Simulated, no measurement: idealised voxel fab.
This section sets out a process module, namely voxel released beams.
cross-section cut | 280 nm wide | cells 5 nm
If you're reading a cross-section in this doc, picture square cells in a grid; it comes to you as bands, top ones listed first down to the bottom, and a band can be one or more rows of cells. In this notation a band is specified by the heights of its top and bottom, in that order and in nm, after which its materials appear from left to right, each paired with its width in nm. The word "full width" attached to a single material means that material fills the band from edge to edge; the word "empty" stands for empty space. For the purposes of this specification, 0 denotes the height below which the wafer in its as-received condition is composed wholly of one material, and the lowermost band, lacking a lower limit, extends downward without end, as expressed in "top 0, no bottom". A width given as "30->40" starts at the first number in the band's top row and ends at the second number in its bottom row, shifting by an equal amount at every step from row to row. The designation "stayed the same", where it is given for a processing step, indicates that no cell of the cross-section was altered in the course of that step. "Listed closed voids": empty spaces of 8 cells or more with no open way to the top, each given as width x height at distance, distance from the left edge, all in nm. The remark found on a step's line after its settings is issued by the simulator itself and pertains to that step. When a step includes a mask, the "overlay nm" setting on its line states how far to the right of its planned place that mask lay, and negative values state how far to the left.

Below is the list of planned process steps:
1: RECEIVE,material Si
2: CONFORMAL_DEP,material Al2O3,thk nm 10
3: DIRECTIONAL_DEP,material SiO2,thk nm 20
4: PATTERN,tone open,mask id ANCHOR,material resist,width nm 25,thk nm 20,overlay nm 0
5: DIRECTIONAL_ETCH,etch materials SiO2,depth nm 20
6: STRIP,etch materials resist
7: CONFORMAL_DEP,material SiN,thk nm 10
8: DIRECTIONAL_DEP,material aC,thk nm 10
9: PATTERN,tone cover,mask id BEAM,material resist,width nm 70,thk nm 30,overlay nm 0
10: DIRECTIONAL_ETCH,etch materials aC,depth nm 10
11: STRIP,etch materials resist
12: DIRECTIONAL_ETCH,etch materials SiN,depth nm 10
13: STRIP,etch materials aC
14: STRIP,etch materials SiO2

The first of two wafers, run as planned:

So this is the incoming wafer in cross-section - it's already been through step 1:
    top 0, no bottom | Si full width
    Listed closed voids: none

Once step 2 is through, the wafer looks like this in cross-section:
    top 10, bottom 0 | Al2O3 full width
    No changes below 0.

Once step 3 is through, the wafer looks like this in cross-section:
    top 30, bottom 10 | SiO2 full width
    No changes below 10.

Once step 4 is through, the wafer looks like this in cross-section:
    top 50, bottom 30 | resist=105  empty=25  resist=150
    No changes below 30.

Once step 5 is through, the wafer looks like this in cross-section:
    top 50, bottom 30 | resist=105  empty=25  resist=150
    top 30, bottom 10 | SiO2=105  empty=25  SiO2=150
    No changes below 10.

Once step 6 is through, the wafer looks like this in cross-section:
    top 30, bottom 10 | SiO2=105  empty=25  SiO2=150
    No changes below 10.

Once step 7 is through, the wafer looks like this in cross-section:
    top 40, bottom 30 | SiN=115  empty=5  SiN=160
    top 30, bottom 20 | SiO2=105  SiN=10  empty=5  SiN=10  SiO2=150
    top 20, bottom 10 | SiO2=105  SiN=25  SiO2=150
    No changes below 10.

Once step 8 is through, the wafer looks like this in cross-section:
    top 50, bottom 40 | aC=115  empty=5  aC=160
    top 40, bottom 30 | SiN=115  empty=5  SiN=160
    top 30, bottom 20 | SiO2=105  SiN=10  aC=5  SiN=10  SiO2=150
    No changes below 20.

Once step 9 is through, the wafer looks like this in cross-section:
    top 80, bottom 50 | empty=100  resist=70  empty=110
    top 50, bottom 40 | aC=115  resist=5  aC=160
    top 40, bottom 30 | SiN=115  resist=5  SiN=160
    No changes below 30.

Once step 10 is through, the wafer looks like this in cross-section:
    top 70, bottom 50 | empty=100  resist=70  empty=110
    top 50, bottom 40 | empty=100  aC=15  resist=5  aC=50  empty=110
    No changes below 40.

Once step 11 is through, the wafer looks like this in cross-section:
    top 50, bottom 40 | empty=100  aC=15  empty=5  aC=50  empty=110
    top 40, bottom 30 | SiN=115  empty=5  SiN=160
    No changes below 30.

Once step 12 is through, the wafer looks like this in cross-section:
    top 50, bottom 40 | empty=100  aC=15  empty=5  aC=50  empty=110
    top 40, bottom 30 | empty=100  SiN=15  empty=5  SiN=50  empty=110
    No changes below 30.

Once step 13 is through, the wafer looks like this in cross-section:
    top 40, bottom 30 | empty=100  SiN=15  empty=5  SiN=50  empty=110
    top 30, bottom 20 | SiO2=105  SiN=10  empty=5  SiN=10  SiO2=150
    No changes below 20.

Once step 14 is through, the wafer looks like this in cross-section:
    top 40, bottom 30 | empty=100  SiN=15  empty=5  SiN=50  empty=110
    top 30, bottom 20 | empty=105  SiN=10  empty=5  SiN=10  empty=150
    top 20, bottom 10 | empty=105  SiN=25  empty=150
    No changes below 10.

Now the other wafer: same start, same recipe, but we messed up one thing when running it. Up to and including step 3 it's the same as the first one:

At the planned end of step 4, the second wafer in cross-section:
    top 50, bottom 30 | resist=105  empty=30  resist=145
    No changes below 30.

At the planned end of step 5, the second wafer in cross-section:
    top 50, bottom 30 | resist=105  empty=30  resist=145
    top 30, bottom 10 | SiO2=105  empty=30  SiO2=145
    No changes below 10.

At the planned end of step 6, the second wafer in cross-section:
    top 30, bottom 10 | SiO2=105  empty=30  SiO2=145
    No changes below 10.

At the planned end of step 7, the second wafer in cross-section:
    top 40, bottom 30 | SiN=115  empty=10  SiN=155
    top 30, bottom 20 | SiO2=105  SiN=10  empty=10  SiN=10  SiO2=145
    top 20, bottom 10 | SiO2=105  SiN=30  SiO2=145
    No changes below 10.

At the planned end of step 8, the second wafer in cross-section:
    top 50, bottom 40 | aC=115  empty=10  aC=155
    top 40, bottom 30 | SiN=115  empty=10  SiN=155
    top 30, bottom 20 | SiO2=105  SiN=10  aC=10  SiN=10  SiO2=145
    No changes below 20.

At the planned end of step 9, the second wafer in cross-section:
    top 80, bottom 50 | empty=100  resist=70  empty=110
    top 50, bottom 40 | aC=115  resist=10  aC=155
    top 40, bottom 30 | SiN=115  resist=10  SiN=155
    No changes below 30.

At the planned end of step 10, the second wafer in cross-section:
    top 70, bottom 50 | empty=100  resist=70  empty=110
    top 50, bottom 40 | empty=100  aC=15  resist=10  aC=45  empty=110
    No changes below 40.

At the planned end of step 11, the second wafer in cross-section:
    top 50, bottom 40 | empty=100  aC=15  empty=10  aC=45  empty=110
    top 40, bottom 30 | SiN=115  empty=10  SiN=155
    No changes below 30.

At the planned end of step 12, the second wafer in cross-section:
    top 50, bottom 40 | empty=100  aC=15  empty=10  aC=45  empty=110
    top 40, bottom 30 | empty=100  SiN=15  empty=10  SiN=45  empty=110
    No changes below 30.

At the planned end of step 13, the second wafer in cross-section:
    top 40, bottom 30 | empty=100  SiN=15  empty=10  SiN=45  empty=110
    top 30, bottom 20 | SiO2=105  SiN=10  empty=10  SiN=10  SiO2=145
    No changes below 20.

At the planned end of step 14, the second wafer in cross-section:
    top 40, bottom 30 | empty=100  SiN=15  empty=10  SiN=45  empty=110
    top 30, bottom 20 | empty=105  SiN=10  empty=10  SiN=10  empty=145
    top 20, bottom 10 | empty=105  SiN=30  empty=145
    No changes below 10.
So what did we get wrong on this run? step 4 deviated from plan and actually ran as PATTERN,tone open,mask id ANCHOR,material resist,width nm 30,thk nm 20,overlay nm 0
So at the finish, the second wafer's got exactly as many cells of each material as the first, just not in the same spots.
